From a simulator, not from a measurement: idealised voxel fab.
The document below concerns the process module designated voxel transistor to metal.
The cross-section shown here is cut; it is 280 nm wide and divided into square cells measuring 5 nm on a side.
How to read a cross-section here: the picture is a grid of square cells, written as bands going from the top down, and any band can span one or more rows of cells. The band entry comprises the height of the band's top followed by the height of its bottom, expressed in nm, and subsequently the band's materials from left to right, each stated together with its width in nm. Where a single material is marked with the word "full width", that material fills the band from edge to edge. The word "empty" represents empty space. Height reference: 0 = level under which incoming wafer is all one material. Lowest band: no bottom, runs on downward, e.g. "0 -> down". Read "30..40" as a graded width: first number on top, second number at the bottom, same change between each pair of neighbouring rows. "all unchanged" -> step changed no cross-section cell. The entry "Voids, sealed" lists the empty spaces that cover at least 8 cells and have no open path to the top. Each is written as width x height at distance, where the distance is measured from the left edge and all three values are in nm. If you see something after the settings on a step's line, that's the simulator's own remark about that step. What "overlay nm" on a step's line means: if the step has a mask, that mask lay this far to the right of its planned place, or, when the value is negative, to the left. If you're wondering how to read the rest of this, here's the deal. It's pairs of cross-sections: one from before a process step, one from after it. The after one is only drawn as far down as the lowest band that changed. Right under each pair you'll see which step sits between them and what its settings were. Don't read the pairs as one continuous story, though. They can come from different runs of this module on the same starting wafer, and a pair only carries on from the one above it where its entry headed "Preceding state" says so.
Preceding state
    40 -> 30 = SiO2 30 nm  empty 35 nm  SiO2 25 nm  empty 35 nm  SiO2 30 nm  empty 35 nm  SiO2 25 nm  empty 35 nm  SiO2 30 nm
    30 -> 15 = SiO2 30 nm  empty 25 nm  SiN 5 nm  empty 5 nm  SiCN 25 nm  empty 5 nm  SiN 5 nm  empty 25 nm  SiO2 30 nm  empty 25 nm  SiN 5 nm  empty 5 nm  SiCN 25 nm  empty 5 nm  SiN 5 nm  empty 25 nm  SiO2 30 nm
    15 -> 5 = SiO2 30 nm  empty 25 nm  SiN 5 nm  empty 5 nm  polySi 25 nm  empty 5 nm  SiN 5 nm  empty 25 nm  SiO2 30 nm  empty 25 nm  SiN 5 nm  empty 5 nm  polySi 25 nm  empty 5 nm  SiN 5 nm  empty 25 nm  SiO2 30 nm
    5 -> 0 = SiO2 30 nm  empty 10 nm  pSi 15 nm  SiN 5 nm  empty 5 nm  polySi 25 nm  empty 5 nm  SiN 5 nm  pSi 15 nm  empty 10 nm  SiO2 30 nm  empty 10 nm  pSi 15 nm  SiN 5 nm  empty 5 nm  polySi 25 nm  empty 5 nm  SiN 5 nm  pSi 15 nm  empty 10 nm  SiO2 30 nm
    0 -> -5 = SiO2 25 nm  SiN 5 nm  empty 10 nm  pSi 15 nm  SiN 5 nm  empty 5 nm  polySi 25 nm  empty 5 nm  SiN 5 nm  pSi 15 nm  empty 10 nm  SiN 5 nm  SiO2 20 nm  SiN 5 nm  empty 10 nm  pSi 15 nm  SiN 5 nm  empty 5 nm  polySi 25 nm  empty 5 nm  SiN 5 nm  pSi 15 nm  empty 10 nm  SiN 5 nm  SiO2 25 nm
    -5 -> -10 = SiO2 30 nm  pSi 25 nm  SiO2 45 nm  pSi 25 nm  SiO2 30 nm  pSi 25 nm  SiO2 45 nm  pSi 25 nm  SiO2 30 nm
    -10 -> -20 = SiO2 30 nm  pSi 25 nm  Si 45 nm  pSi 25 nm  SiO2 30 nm  pSi 25 nm  Si 45 nm  pSi 25 nm  SiO2 30 nm
    -20 -> -40 = SiO2 30 nm  Si 95 nm  SiO2 30 nm  Si 95 nm  SiO2 30 nm
    -40 -> down = Si full width
    Voids, sealed: none
Post-Step Cross-Section
    45 -> 40 = TiN 35 nm  empty 25 nm  TiN 35 nm  empty 25 nm  TiN 40 nm  empty 25 nm  TiN 35 nm  empty 25 nm  TiN 35 nm
    40 -> 30 = SiO2 30 nm  TiN 5 nm  empty 25..15 nm  TiN 5..15 nm  SiO2 25 nm  TiN 5..15 nm  empty 25..15 nm  TiN 5 nm  SiO2 30 nm  TiN 5 nm  empty 25..15 nm  TiN 5..15 nm  SiO2 25 nm  TiN 5..15 nm  empty 25..15 nm  TiN 5 nm  SiO2 30 nm
    30 -> 15 = SiO2 30 nm  TiN 5 nm  empty 15 nm  TiN 5 nm  SiN 5 nm  TiN 5 nm  SiCN 25 nm  TiN 5 nm  SiN 5 nm  TiN 5 nm  empty 15 nm  TiN 5 nm  SiO2 30 nm  TiN 5 nm  empty 15 nm  TiN 5 nm  SiN 5 nm  TiN 5 nm  SiCN 25 nm  TiN 5 nm  SiN 5 nm  TiN 5 nm  empty 15 nm  TiN 5 nm  SiO2 30 nm
    15 -> 10 = SiO2 30 nm  TiN 5 nm  empty 15 nm  TiN 5 nm  SiN 5 nm  TiN 5 nm  polySi 25 nm  TiN 5 nm  SiN 5 nm  TiN 5 nm  empty 15 nm  TiN 5 nm  SiO2 30 nm  TiN 5 nm  empty 15 nm  TiN 5 nm  SiN 5 nm  TiN 5 nm  polySi 25 nm  TiN 5 nm  SiN 5 nm  TiN 5 nm  empty 15 nm  TiN 5 nm  SiO2 30 nm
    10 -> 5 = SiO2 30 nm  TiN 25 nm  SiN 5 nm  TiN 5 nm  polySi 25 nm  TiN 5 nm  SiN 5 nm  TiN 25 nm  SiO2 30 nm  TiN 25 nm  SiN 5 nm  TiN 5 nm  polySi 25 nm  TiN 5 nm  SiN 5 nm  TiN 25 nm  SiO2 30 nm
    5 -> 0 = SiO2 30 nm  TiN 10 nm  pSi 15 nm  SiN 5 nm  TiN 5 nm  polySi 25 nm  TiN 5 nm  SiN 5 nm  pSi 15 nm  TiN 10 nm  SiO2 30 nm  TiN 10 nm  pSi 15 nm  SiN 5 nm  TiN 5 nm  polySi 25 nm  TiN 5 nm  SiN 5 nm  pSi 15 nm  TiN 10 nm  SiO2 30 nm
    0 -> -5 = SiO2 25 nm  SiN 5 nm  TiN 10 nm  pSi 15 nm  SiN 5 nm  TiN 5 nm  polySi 25 nm  TiN 5 nm  SiN 5 nm  pSi 15 nm  TiN 10 nm  SiN 5 nm  SiO2 20 nm  SiN 5 nm  TiN 10 nm  pSi 15 nm  SiN 5 nm  TiN 5 nm  polySi 25 nm  TiN 5 nm  SiN 5 nm  pSi 15 nm  TiN 10 nm  SiN 5 nm  SiO2 25 nm
    Unchanged below -5.
    Voids, sealed: none
Before/after cross-sections above; step in between: CONFORMAL_DEP: material TiN, thk nm 5
Preceding state: unchanged from the after cross-section in the pair immediately above; refer to that figure.
Post-Step Cross-Section
    55 -> 45 = Ru full width
    45 -> 40 = TiN 35 nm  Ru 25 nm  TiN 35 nm  Ru 25 nm  TiN 40 nm  Ru 25 nm  TiN 35 nm  Ru 25 nm  TiN 35 nm
    40 -> 30 = SiO2 30 nm  TiN 5 nm  Ru 25..15 nm  TiN 5..15 nm  SiO2 25 nm  TiN 5..15 nm  Ru 25..15 nm  TiN 5 nm  SiO2 30 nm  TiN 5 nm  Ru 25..15 nm  TiN 5..15 nm  SiO2 25 nm  TiN 5..15 nm  Ru 25..15 nm  TiN 5 nm  SiO2 30 nm
    30 -> 15 = SiO2 30 nm  TiN 5 nm  Ru 15 nm  TiN 5 nm  SiN 5 nm  TiN 5 nm  SiCN 25 nm  TiN 5 nm  SiN 5 nm  TiN 5 nm  Ru 15 nm  TiN 5 nm  SiO2 30 nm  TiN 5 nm  Ru 15 nm  TiN 5 nm  SiN 5 nm  TiN 5 nm  SiCN 25 nm  TiN 5 nm  SiN 5 nm  TiN 5 nm  Ru 15 nm  TiN 5 nm  SiO2 30 nm
    15 -> 10 = SiO2 30 nm  TiN 5 nm  Ru 15 nm  TiN 5 nm  SiN 5 nm  TiN 5 nm  polySi 25 nm  TiN 5 nm  SiN 5 nm  TiN 5 nm  Ru 15 nm  TiN 5 nm  SiO2 30 nm  TiN 5 nm  Ru 15 nm  TiN 5 nm  SiN 5 nm  TiN 5 nm  polySi 25 nm  TiN 5 nm  SiN 5 nm  TiN 5 nm  Ru 15 nm  TiN 5 nm  SiO2 30 nm
    Unchanged below 10.
    Voids, sealed: none
Before/after cross-sections above; step in between: FILL_DEP: material Ru, thk nm 10
Preceding state: unchanged from the after cross-section in the pair immediately above; refer to that figure.
Post-Step Cross-Section
    40 -> 30 = SiO2 30 nm  TiN 5 nm  Ru 25..15 nm  TiN 5..15 nm  SiO2 25 nm  TiN 5..15 nm  Ru 25..15 nm  TiN 5 nm  SiO2 30 nm  TiN 5 nm  Ru 25..15 nm  TiN 5..15 nm  SiO2 25 nm  TiN 5..15 nm  Ru 25..15 nm  TiN 5 nm  SiO2 30 nm
    Unchanged below 30.
    Voids, sealed: none
Before/after cross-sections above; step in between: CMP: height nm 40
Preceding state: unchanged from the after cross-section in the pair immediately above; refer to that figure.
Post-Step Cross-Section
    45 -> 40 = TiN full width
    Unchanged below 40.
    Voids, sealed: none
Before/after cross-sections above; step in between: DIRECTIONAL_DEP: material TiN, thk nm 5
Preceding state: unchanged from the after cross-section in the pair immediately above; refer to that figure.
Post-Step Cross-Section
    65 -> 45 = W full width
    Unchanged below 45.
    Voids, sealed: none
Before/after cross-sections above; step in between: DIRECTIONAL_DEP: material W, thk nm 20
Preceding state: unchanged from the after cross-section in the pair immediately above; refer to that figure.
Post-Step Cross-Section
    65 -> 45 = empty 30 nm  W 20 nm  empty 55 nm  W 20 nm  empty 30 nm  W 20 nm  empty 55 nm  W 20 nm  empty 30 nm
    Unchanged below 45.
    Voids, sealed: none
Before/after cross-sections above; step in between: MASKED_ETCH: tone cover, mask id METAL_1, width nm 20, etch materials W, depth nm 20, overlay nm 0
Preceding state: unchanged from the after cross-section in the pair immediately above; refer to that figure.
Post-Step Cross-Section
    65 -> 45 = empty 30 nm  W 20 nm  empty 55 nm  W 20 nm  empty 30 nm  W 20 nm  empty 55 nm  W 20 nm  empty 30 nm
    45 -> 40 = empty 30 nm  TiN 20 nm  empty 55 nm  TiN 20 nm  empty 30 nm  TiN 20 nm  empty 55 nm  TiN 20 nm  empty 30 nm
    Unchanged below 40.
    Voids, sealed: none
Before/after cross-sections above; step in between: MASKED_ETCH: tone cover, mask id METAL_1, width nm 20, etch materials TiN, depth nm 5, overlay nm 0
Preceding state: unchanged from the after cross-section in the pair immediately above; refer to that figure.
Post-Step Cross-Section
    70 -> 65 = lowk full width
    65 -> 45 = lowk 30 nm  W 20 nm  lowk 55 nm  W 20 nm  lowk 30 nm  W 20 nm  lowk 55 nm  W 20 nm  lowk 30 nm
    45 -> 40 = lowk 30 nm  TiN 20 nm  lowk 55 nm  TiN 20 nm  lowk 30 nm  TiN 20 nm  lowk 55 nm  TiN 20 nm  lowk 30 nm
    Unchanged below 40.
    Voids, sealed: none
Before/after cross-sections above; step in between: FILL_DEP: material lowk, thk nm 5
Preceding state: unchanged from the after cross-section in the pair immediately above; refer to that figure.
Post-Step Cross-Section
    65 -> 45 = lowk 30 nm  W 20 nm  lowk 55 nm  W 20 nm  lowk 30 nm  W 20 nm  lowk 55 nm  W 20 nm  lowk 30 nm
    Unchanged below 45.
    Voids, sealed: none
Before/after cross-sections above; step in between: CMP: height nm 65
Preceding state: unchanged from the after cross-section in the pair immediately above; refer to that figure.
Post-Step Cross-Section
    70 -> 65 = SiN full width
    Unchanged below 65.
    Voids, sealed: none
Before/after cross-sections above; step in between: CONFORMAL_DEP: material SiN, thk nm 5
Preceding state
    40 -> 30 = SiO2 full width
    30 -> 15 = SiO2 60 nm  SiN 5 nm  SiO2 5 nm  SiCN 15 nm  SiO2 5 nm  SiN 5 nm  SiO2 90 nm  SiN 5 nm  SiO2 5 nm  SiCN 15 nm  SiO2 5 nm  SiN 5 nm  SiO2 60 nm
    15 -> 5 = SiO2 60 nm  SiN 5 nm  SiO2 5 nm  polySi 15 nm  SiO2 5 nm  SiN 5 nm  SiO2 90 nm  SiN 5 nm  SiO2 5 nm  polySi 15 nm  SiO2 5 nm  SiN 5 nm  SiO2 60 nm
    5 -> 0 = SiO2 45 nm  pSi 15 nm  SiN 5 nm  SiO2 5 nm  polySi 15 nm  SiO2 5 nm  SiN 5 nm  pSi 15 nm  SiO2 60 nm  pSi 15 nm  SiN 5 nm  SiO2 5 nm  polySi 15 nm  SiO2 5 nm  SiN 5 nm  pSi 15 nm  SiO2 45 nm
    0 -> -5 = SiO2 25 nm  SiN 5 nm  SiO2 15 nm  pSi 15 nm  SiN 5 nm  SiO2 5 nm  polySi 15 nm  SiO2 5 nm  SiN 5 nm  pSi 15 nm  SiO2 15 nm  SiN 5 nm  SiO2 20 nm  SiN 5 nm  SiO2 15 nm  pSi 15 nm  SiN 5 nm  SiO2 5 nm  polySi 15 nm  SiO2 5 nm  SiN 5 nm  pSi 15 nm  SiO2 15 nm  SiN 5 nm  SiO2 25 nm
    -5 -> -10 = SiO2 30 nm  pSi 30 nm  SiO2 35 nm  pSi 30 nm  SiO2 30 nm  pSi 30 nm  SiO2 35 nm  pSi 30 nm  SiO2 30 nm
    -10 -> -20 = SiO2 30 nm  pSi 30 nm  Si 35 nm  pSi 30 nm  SiO2 30 nm  pSi 30 nm  Si 35 nm  pSi 30 nm  SiO2 30 nm
    -20 -> -40 = SiO2 30 nm  Si 95 nm  SiO2 30 nm  Si 95 nm  SiO2 30 nm
    -40 -> down = Si full width
    Voids, sealed: none
Post-Step Cross-Section
    40 -> 30 = SiO2 20 nm  empty 35 nm  SiO2 25 nm  empty 35 nm  SiO2 30 nm  empty 35 nm  SiO2 25 nm  empty 35 nm  SiO2 40 nm
    30 -> 15 = SiO2 20 nm  empty 35 nm  SiO2 5 nm  SiN 5 nm  SiO2 5 nm  SiCN 15 nm  empty 5 nm  SiN 5 nm  empty 20 nm  SiO2 30 nm  empty 35 nm  SiO2 5 nm  SiN 5 nm  SiO2 5 nm  SiCN 15 nm  empty 5 nm  SiN 5 nm  empty 20 nm  SiO2 40 nm
    15 -> 5 = SiO2 20 nm  empty 35 nm  SiO2 5 nm  SiN 5 nm  SiO2 5 nm  polySi 15 nm  empty 5 nm  SiN 5 nm  empty 20 nm  SiO2 30 nm  empty 35 nm  SiO2 5 nm  SiN 5 nm  SiO2 5 nm  polySi 15 nm  empty 5 nm  SiN 5 nm  empty 20 nm  SiO2 40 nm
    5 -> 0 = SiO2 20 nm  empty 25 nm  pSi 15 nm  SiN 5 nm  SiO2 5 nm  polySi 15 nm  empty 5 nm  SiN 5 nm  pSi 15 nm  empty 5 nm  SiO2 30 nm  empty 25 nm  pSi 15 nm  SiN 5 nm  SiO2 5 nm  polySi 15 nm  empty 5 nm  SiN 5 nm  pSi 15 nm  empty 5 nm  SiO2 40 nm
    0 -> -5 = SiO2 20 nm  empty 5 nm  SiN 5 nm  empty 15 nm  pSi 15 nm  SiN 5 nm  SiO2 5 nm  polySi 15 nm  empty 5 nm  SiN 5 nm  pSi 15 nm  empty 5 nm  SiO2 10 nm  SiN 5 nm  SiO2 15 nm  empty 5 nm  SiN 5 nm  empty 15 nm  pSi 15 nm  SiN 5 nm  SiO2 5 nm  polySi 15 nm  empty 5 nm  SiN 5 nm  pSi 15 nm  empty 5 nm  SiO2 10 nm  SiN 5 nm  SiO2 25 nm
    Unchanged below -5.
    Voids, sealed: none
Before/after cross-sections above; step in between: MASKED_ETCH: tone open, mask id CONTACT, width nm 35, etch materials SiO2, depth nm 45, overlay nm -10
Preceding state: unchanged from the after cross-section in the pair immediately above; refer to that figure.
Post-Step Cross-Section
    45 -> 40 = TiN 25 nm  empty 25 nm  TiN 35 nm  empty 25 nm  TiN 40 nm  empty 25 nm  TiN 35 nm  empty 25 nm  TiN 45 nm
    40 -> 30 = SiO2 20 nm  TiN 5 nm  empty 25 nm  TiN 5 nm  SiO2 25 nm  TiN 5..20 nm  empty 25..10 nm  TiN 5 nm  SiO2 30 nm  TiN 5 nm  empty 25 nm  TiN 5 nm  SiO2 25 nm  TiN 5..20 nm  empty 25..10 nm  TiN 5 nm  SiO2 40 nm
    30 -> 15 = SiO2 20 nm  TiN 5 nm  empty 25 nm  TiN 5 nm  SiO2 5 nm  SiN 5 nm  SiO2 5 nm  SiCN 15 nm  TiN 5 nm  SiN 5 nm  TiN 5 nm  empty 10 nm  TiN 5 nm  SiO2 30 nm  TiN 5 nm  empty 25 nm  TiN 5 nm  SiO2 5 nm  SiN 5 nm  SiO2 5 nm  SiCN 15 nm  TiN 5 nm  SiN 5 nm  TiN 5 nm  empty 10 nm  TiN 5 nm  SiO2 40 nm
    15 -> 10 = SiO2 20 nm  TiN 5 nm  empty 25 nm  TiN 5 nm  SiO2 5 nm  SiN 5 nm  SiO2 5 nm  polySi 15 nm  TiN 5 nm  SiN 5 nm  TiN 5 nm  empty 10 nm  TiN 5 nm  SiO2 30 nm  TiN 5 nm  empty 25 nm  TiN 5 nm  SiO2 5 nm  SiN 5 nm  SiO2 5 nm  polySi 15 nm  TiN 5 nm  SiN 5 nm  TiN 5 nm  empty 10 nm  TiN 5 nm  SiO2 40 nm
    10 -> 5 = SiO2 20 nm  TiN 5 nm  empty 15 nm  TiN 15 nm  SiO2 5 nm  SiN 5 nm  SiO2 5 nm  polySi 15 nm  TiN 5 nm  SiN 5 nm  TiN 20 nm  SiO2 30 nm  TiN 5 nm  empty 15 nm  TiN 15 nm  SiO2 5 nm  SiN 5 nm  SiO2 5 nm  polySi 15 nm  TiN 5 nm  SiN 5 nm  TiN 20 nm  SiO2 40 nm
    5 -> 0 = SiO2 20 nm  TiN 15 nm  empty 5 nm  TiN 5 nm  pSi 15 nm  SiN 5 nm  SiO2 5 nm  polySi 15 nm  TiN 5 nm  SiN 5 nm  pSi 15 nm  TiN 5 nm  SiO2 30 nm  TiN 15 nm  empty 5 nm  TiN 5 nm  pSi 15 nm  SiN 5 nm  SiO2 5 nm  polySi 15 nm  TiN 5 nm  SiN 5 nm  pSi 15 nm  TiN 5 nm  SiO2 40 nm
    0 -> -5 = SiO2 20 nm  TiN 5 nm  SiN 5 nm  TiN 15 nm  pSi 15 nm  SiN 5 nm  SiO2 5 nm  polySi 15 nm  TiN 5 nm  SiN 5 nm  pSi 15 nm  TiN 5 nm  SiO2 10 nm  SiN 5 nm  SiO2 15 nm  TiN 5 nm  SiN 5 nm  TiN 15 nm  pSi 15 nm  SiN 5 nm  SiO2 5 nm  polySi 15 nm  TiN 5 nm  SiN 5 nm  pSi 15 nm  TiN 5 nm  SiO2 10 nm  SiN 5 nm  SiO2 25 nm
    Unchanged below -5.
    Voids, sealed: none
Before/after cross-sections above; step in between: CONFORMAL_DEP: material TiN, thk nm 5
Preceding state: unchanged from the after cross-section in the pair immediately above; refer to that figure.
Post-Step Cross-Section
    55 -> 45 = Ru full width
    45 -> 40 = TiN 25 nm  Ru 25 nm  TiN 35 nm  Ru 25 nm  TiN 40 nm  Ru 25 nm  TiN 35 nm  Ru 25 nm  TiN 45 nm
    40 -> 30 = SiO2 20 nm  TiN 5 nm  Ru 25 nm  TiN 5 nm  SiO2 25 nm  TiN 5..20 nm  Ru 25..10 nm  TiN 5 nm  SiO2 30 nm  TiN 5 nm  Ru 25 nm  TiN 5 nm  SiO2 25 nm  TiN 5..20 nm  Ru 25..10 nm  TiN 5 nm  SiO2 40 nm
    30 -> 15 = SiO2 20 nm  TiN 5 nm  Ru 25 nm  TiN 5 nm  SiO2 5 nm  SiN 5 nm  SiO2 5 nm  SiCN 15 nm  TiN 5 nm  SiN 5 nm  TiN 5 nm  Ru 10 nm  TiN 5 nm  SiO2 30 nm  TiN 5 nm  Ru 25 nm  TiN 5 nm  SiO2 5 nm  SiN 5 nm  SiO2 5 nm  SiCN 15 nm  TiN 5 nm  SiN 5 nm  TiN 5 nm  Ru 10 nm  TiN 5 nm  SiO2 40 nm
    15 -> 10 = SiO2 20 nm  TiN 5 nm  Ru 25 nm  TiN 5 nm  SiO2 5 nm  SiN 5 nm  SiO2 5 nm  polySi 15 nm  TiN 5 nm  SiN 5 nm  TiN 5 nm  Ru 10 nm  TiN 5 nm  SiO2 30 nm  TiN 5 nm  Ru 25 nm  TiN 5 nm  SiO2 5 nm  SiN 5 nm  SiO2 5 nm  polySi 15 nm  TiN 5 nm  SiN 5 nm  TiN 5 nm  Ru 10 nm  TiN 5 nm  SiO2 40 nm
    10 -> 5 = SiO2 20 nm  TiN 5 nm  Ru 15 nm  TiN 15 nm  SiO2 5 nm  SiN 5 nm  SiO2 5 nm  polySi 15 nm  TiN 5 nm  SiN 5 nm  TiN 20 nm  SiO2 30 nm  TiN 5 nm  Ru 15 nm  TiN 15 nm  SiO2 5 nm  SiN 5 nm  SiO2 5 nm  polySi 15 nm  TiN 5 nm  SiN 5 nm  TiN 20 nm  SiO2 40 nm
    5 -> 0 = SiO2 20 nm  TiN 15 nm  Ru 5 nm  TiN 5 nm  pSi 15 nm  SiN 5 nm  SiO2 5 nm  polySi 15 nm  TiN 5 nm  SiN 5 nm  pSi 15 nm  TiN 5 nm  SiO2 30 nm  TiN 15 nm  Ru 5 nm  TiN 5 nm  pSi 15 nm  SiN 5 nm  SiO2 5 nm  polySi 15 nm  TiN 5 nm  SiN 5 nm  pSi 15 nm  TiN 5 nm  SiO2 40 nm
    Unchanged below 0.
    Voids, sealed: none
Before/after cross-sections above; step in between: FILL_DEP: material Ru, thk nm 10
Preceding state: unchanged from the after cross-section in the pair immediately above; refer to that figure.
Post-Step Cross-Section
    40 -> 30 = SiO2 20 nm  TiN 5 nm  Ru 25 nm  TiN 5 nm  SiO2 25 nm  TiN 5..20 nm  Ru 25..10 nm  TiN 5 nm  SiO2 30 nm  TiN 5 nm  Ru 25 nm  TiN 5 nm  SiO2 25 nm  TiN 5..20 nm  Ru 25..10 nm  TiN 5 nm  SiO2 40 nm
    Unchanged below 30.
    Voids, sealed: none
Before/after cross-sections above; step in between: CMP: height nm 40
Preceding state: unchanged from the after cross-section in the pair immediately above; refer to that figure.
Post-Step Cross-Section
    45 -> 40 = TiN full width
    Unchanged below 40.
    Voids, sealed: none
Before/after cross-sections above; step in between: DIRECTIONAL_DEP: material TiN, thk nm 5
Preceding state: unchanged from the after cross-section in the pair immediately above; refer to that figure.
Post-Step Cross-Section
    65 -> 45 = W full width
    Unchanged below 45.
    Voids, sealed: none
Before/after cross-sections above; step in between: DIRECTIONAL_DEP: material W, thk nm 20
Preceding state: unchanged from the after cross-section in the pair immediately above; refer to that figure.
Post-Step Cross-Section
    65 -> 45 = empty 30 nm  W 20 nm  empty 55 nm  W 20 nm  empty 30 nm  W 20 nm  empty 55 nm  W 20 nm  empty 30 nm
    Unchanged below 45.
    Voids, sealed: none
Before/after cross-sections above; step in between: MASKED_ETCH: tone cover, mask id METAL_1, width nm 20, etch materials W, depth nm 20, overlay nm 0
Preceding state: unchanged from the after cross-section in the pair immediately above; refer to that figure.
Post-Step Cross-Section
    65 -> 45 = empty 30 nm  W 20 nm  empty 55 nm  W 20 nm  empty 30 nm  W 20 nm  empty 55 nm  W 20 nm  empty 30 nm
    45 -> 40 = empty 30 nm  TiN 20 nm  empty 55 nm  TiN 20 nm  empty 30 nm  TiN 20 nm  empty 55 nm  TiN 20 nm  empty 30 nm
    Unchanged below 40.
    Voids, sealed: none
Before/after cross-sections above; step in between: MASKED_ETCH: tone cover, mask id METAL_1, width nm 20, etch materials TiN, depth nm 5, overlay nm 0
Preceding state: unchanged from the after cross-section in the pair immediately above; refer to that figure.
Post-Step Cross-Section
    70 -> 65 = lowk full width
    65 -> 45 = lowk 30 nm  W 20 nm  lowk 55 nm  W 20 nm  lowk 30 nm  W 20 nm  lowk 55 nm  W 20 nm  lowk 30 nm
    45 -> 40 = lowk 30 nm  TiN 20 nm  lowk 55 nm  TiN 20 nm  lowk 30 nm  TiN 20 nm  lowk 55 nm  TiN 20 nm  lowk 30 nm
    Unchanged below 40.
    Voids, sealed: none
Before/after cross-sections above; step in between: FILL_DEP: material lowk, thk nm 5
Preceding state: unchanged from the after cross-section in the pair immediately above; refer to that figure.
Post-Step Cross-Section
    65 -> 45 = lowk 30 nm  W 20 nm  lowk 55 nm  W 20 nm  lowk 30 nm  W 20 nm  lowk 55 nm  W 20 nm  lowk 30 nm
    Unchanged below 45.
    Voids, sealed: none
Before/after cross-sections above; step in between: CMP: height nm 65
Preceding state: unchanged from the after cross-section in the pair immediately above; refer to that figure.
Post-Step Cross-Section
    70 -> 65 = SiN full width
    Unchanged below 65.
    Voids, sealed: none
Before/after cross-sections above; step in between: CONFORMAL_DEP: material SiN, thk nm 5
Preceding state
    30 -> 15 = empty 65 nm  SiO2 5 nm  SiCN 15 nm  SiO2 5 nm  empty 100 nm  SiO2 5 nm  SiCN 15 nm  SiO2 5 nm  empty 65 nm
    15 -> 0 = empty 65 nm  SiO2 5 nm  polySi 15 nm  SiO2 5 nm  empty 100 nm  SiO2 5 nm  polySi 15 nm  SiO2 5 nm  empty 65 nm
    0 -> -5 = SiO2 25 nm  empty 40 nm  SiO2 5 nm  polySi 15 nm  SiO2 5 nm  empty 40 nm  SiO2 20 nm  empty 40 nm  SiO2 5 nm  polySi 15 nm  SiO2 5 nm  empty 40 nm  SiO2 25 nm
    -5 -> -10 = SiO2 full width
    -10 -> -40 = SiO2 30 nm  Si 95 nm  SiO2 30 nm  Si 95 nm  SiO2 30 nm
    -40 -> down = Si full width
    Voids, sealed: none
Post-Step Cross-Section
    35 -> 30 = empty 60 nm  lowk 35 nm  empty 90 nm  lowk 35 nm  empty 60 nm
    30 -> 15 = empty 60 nm  lowk 5 nm  SiO2 5 nm  SiCN 15 nm  SiO2 5 nm  lowk 5 nm  empty 90 nm  lowk 5 nm  SiO2 5 nm  SiCN 15 nm  SiO2 5 nm  lowk 5 nm  empty 60 nm
    15 -> 5 = empty 60 nm  lowk 5 nm  SiO2 5 nm  polySi 15 nm  SiO2 5 nm  lowk 5 nm  empty 90 nm  lowk 5 nm  SiO2 5 nm  polySi 15 nm  SiO2 5 nm  lowk 5 nm  empty 60 nm
    5 -> 0 = lowk 30 nm  empty 30 nm  lowk 5 nm  SiO2 5 nm  polySi 15 nm  SiO2 5 nm  lowk 5 nm  empty 30 nm  lowk 30 nm  empty 30 nm  lowk 5 nm  SiO2 5 nm  polySi 15 nm  SiO2 5 nm  lowk 5 nm  empty 30 nm  lowk 30 nm
    0 -> -5 = SiO2 25 nm  lowk 40 nm  SiO2 5 nm  polySi 15 nm  SiO2 5 nm  lowk 40 nm  SiO2 20 nm  lowk 40 nm  SiO2 5 nm  polySi 15 nm  SiO2 5 nm  lowk 40 nm  SiO2 25 nm
    Unchanged below -5.
    Voids, sealed: none
Before/after cross-sections above; step in between: CONFORMAL_DEP: material lowk, thk nm 5
Preceding state: unchanged from the after cross-section in the pair immediately above; refer to that figure.
Post-Step Cross-Section
    40 -> 35 = SiO2 full width
    35 -> 30 = SiO2 60 nm  lowk 35 nm  SiO2 90 nm  lowk 35 nm  SiO2 60 nm
    30 -> 15 = SiO2 60 nm  lowk 5 nm  SiO2 5 nm  SiCN 15 nm  SiO2 5 nm  lowk 5 nm  SiO2 90 nm  lowk 5 nm  SiO2 5 nm  SiCN 15 nm  SiO2 5 nm  lowk 5 nm  SiO2 60 nm
    15 -> 5 = SiO2 60 nm  lowk 5 nm  SiO2 5 nm  polySi 15 nm  SiO2 5 nm  lowk 5 nm  SiO2 90 nm  lowk 5 nm  SiO2 5 nm  polySi 15 nm  SiO2 5 nm  lowk 5 nm  SiO2 60 nm
    5 -> 0 = lowk 30 nm  SiO2 30 nm  lowk 5 nm  SiO2 5 nm  polySi 15 nm  SiO2 5 nm  lowk 5 nm  SiO2 30 nm  lowk 30 nm  SiO2 30 nm  lowk 5 nm  SiO2 5 nm  polySi 15 nm  SiO2 5 nm  lowk 5 nm  SiO2 30 nm  lowk 30 nm
    Unchanged below 0.
    Voids, sealed: none
Before/after cross-sections above; step in between: FILL_DEP: material SiO2, thk nm 5
Preceding state: unchanged from the after cross-section in the pair immediately above; refer to that figure.
Post-Step Cross-Section
    30 -> 15 = SiO2 60 nm  lowk 5 nm  SiO2 5 nm  SiCN 15 nm  SiO2 5 nm  lowk 5 nm  SiO2 90 nm  lowk 5 nm  SiO2 5 nm  SiCN 15 nm  SiO2 5 nm  lowk 5 nm  SiO2 60 nm
    Unchanged below 15.
    Voids, sealed: none
Before/after cross-sections above; step in between: CMP: height nm 30
Preceding state: unchanged from the after cross-section in the pair immediately above; refer to that figure.
Post-Step Cross-Section
    40 -> 30 = SiO2 full width
    Unchanged below 30.
    Voids, sealed: none
Before/after cross-sections above; step in between: DIRECTIONAL_DEP: material SiO2, thk nm 10
Preceding state: unchanged from the after cross-section in the pair immediately above; refer to that figure.
Post-Step Cross-Section
    40 -> 30 = SiO2 30 nm  empty 35 nm  SiO2 25 nm  empty 35 nm  SiO2 30 nm  empty 35 nm  SiO2 25 nm  empty 35 nm  SiO2 30 nm
    30 -> 15 = SiO2 30 nm  empty 30 nm  lowk 5 nm  SiO2 5 nm  SiCN 15 nm  SiO2 5 nm  lowk 5 nm  empty 30 nm  SiO2 30 nm  empty 30 nm  lowk 5 nm  SiO2 5 nm  SiCN 15 nm  SiO2 5 nm  lowk 5 nm  empty 30 nm  SiO2 30 nm
    15 -> 5 = SiO2 30 nm  empty 30 nm  lowk 5 nm  SiO2 5 nm  polySi 15 nm  SiO2 5 nm  lowk 5 nm  empty 30 nm  SiO2 30 nm  empty 30 nm  lowk 5 nm  SiO2 5 nm  polySi 15 nm  SiO2 5 nm  lowk 5 nm  empty 30 nm  SiO2 30 nm
    5 -> 0 = lowk 30 nm  empty 30 nm  lowk 5 nm  SiO2 5 nm  polySi 15 nm  SiO2 5 nm  lowk 5 nm  empty 30 nm  lowk 30 nm  empty 30 nm  lowk 5 nm  SiO2 5 nm  polySi 15 nm  SiO2 5 nm  lowk 5 nm  empty 30 nm  lowk 30 nm
    Unchanged below 0.
    Voids, sealed: none
Before/after cross-sections above; step in between: MASKED_ETCH: tone open, mask id CONTACT, width nm 35, etch materials SiO2, depth nm 45, overlay nm 0
